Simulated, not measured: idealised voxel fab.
Process module name: voxel self aligned contacts
Cross-section cut spans 180 nm and uses square cells 5 nm in size.
Square cells in a grid make up a cross-section in this document, and the grid is given as bands, listed from the top down, each one or more rows of cells.
Heights first: top, then bottom, in nm. Then materials, left to right, each with a width in nm. "everywhere" on a single material: fills the band edge to edge. "blank": empty space.
Height reference: 0 = level under which incoming wafer is all one material. Lowest band: no bottom, runs on downward, e.g. "0 nm and below".
So if you see something like "30->40" for the width, read it as the top row of the band sitting at the first number and the bottom row at the second, with every row in between moving by the same amount as the last.
Any step labelled "no modification" changed none of the cells in the cross-section.
"Fully sealed voids": sealed empty spaces, 8 cells or more, no open way to top, listed width x height at distance, with distance from the left edge and width, height and distance in nm.
The remark found on a step's line after its settings is issued by the simulator itself and pertains to that step.
"overlay nm" denotes, for a step that has a mask, the displacement of the mask to the right of its planned place, with negative values corresponding to the left.

## These are the steps we planned for the process
- 1: RECEIVE,material Si
- 2: CONFORMAL_DEP,material SiO2,thk nm 5
- 3: DIRECTIONAL_DEP,material polySi,thk nm 30
- 4: DIRECTIONAL_DEP,material SiN,thk nm 20
- 5: MASKED_ETCH,tone cover,mask id GATE,width nm 30,pitch nm 65,etch materials SiN,depth nm 20,overlay nm 0
- 6: MASKED_ETCH,tone cover,mask id GATE,width nm 30,pitch nm 65,etch materials polySi,depth nm 30,overlay nm 0
- 7: CONFORMAL_DEP,material SiN,thk nm 10
- 8: DIRECTIONAL_ETCH,etch materials SiN,depth nm 10
- 9: FILL_DEP,material SiO2,thk nm 15
- 10: CMP,height nm 65
- 11: PATTERN,tone open,mask id CONTACT,material resist,width nm 45,thk nm 20,overlay nm 0
- 12: DIRECTIONAL_ETCH,etch materials SiO2,depth nm 65
- 13: STRIP,etch materials resist
- 14: CONFORMAL_DEP,material TiN,thk nm 5
- 15: FILL_DEP,material Ru,thk nm 10
- 16: CMP,height nm 65
- 17: CONFORMAL_DEP,material SiN,thk nm 5

## Cross-sectional view of the wafer in its as-received condition, corresponding to the state after step 1
	0 nm and below | Si everywhere
	Fully sealed voids: none

## Cross-section taken at module completion on the first of two wafers; processed per the plan
	70 nm to 65 nm | SiN everywhere
	65 nm to 55 nm | SiO2 65  TiN 5->20  Ru 35->5  TiN 5->20  SiO2 70
	55 nm to 35 nm | SiO2 30  SiN 50  TiN 5  Ru 5  TiN 5  SiN 50  SiO2 35
	35 nm to 5 nm | SiO2 30  SiN 10  polySi 30  SiN 10  TiN 5  Ru 5  TiN 5  SiN 10  polySi 30  SiN 10  SiO2 35
	5 nm to 0 nm | SiO2 80  TiN 15  SiO2 85
	0 nm and below | Si everywhere
	Fully sealed voids: none

## This is the second of the two wafers, cross-sectioned at the end of the module; it started exactly like the first and was given the same plan, but it was run with one mistake
	70 nm to 65 nm | SiN everywhere
	65 nm to 55 nm | Ru 60->25  TiN 5->40  SiO2 45  TiN 5->40  Ru 65->30
	55 nm to 35 nm | Ru 25  TiN 5  SiN 50  SiO2 15  SiN 50  TiN 5  Ru 30
	35 nm to 5 nm | Ru 25  TiN 5  SiN 10  polySi 30  SiN 10  SiO2 15  SiN 10  polySi 30  SiN 10  TiN 5  Ru 30
	5 nm to 0 nm | TiN 30  SiO2 115  TiN 35
	0 nm and below | Si everywhere
	Fully sealed voids: none
Run error: it should be noted that step 11 was executed with settings other than those planned, the operation and settings actually applied being PATTERN,tone cover,mask id CONTACT,material resist,width nm 45,thk nm 20,overlay nm 0
The final cell counts differ between the wafers, with the second having more or fewer of some materials than the first: Ru +128 | SiO2 -146 | TiN +18
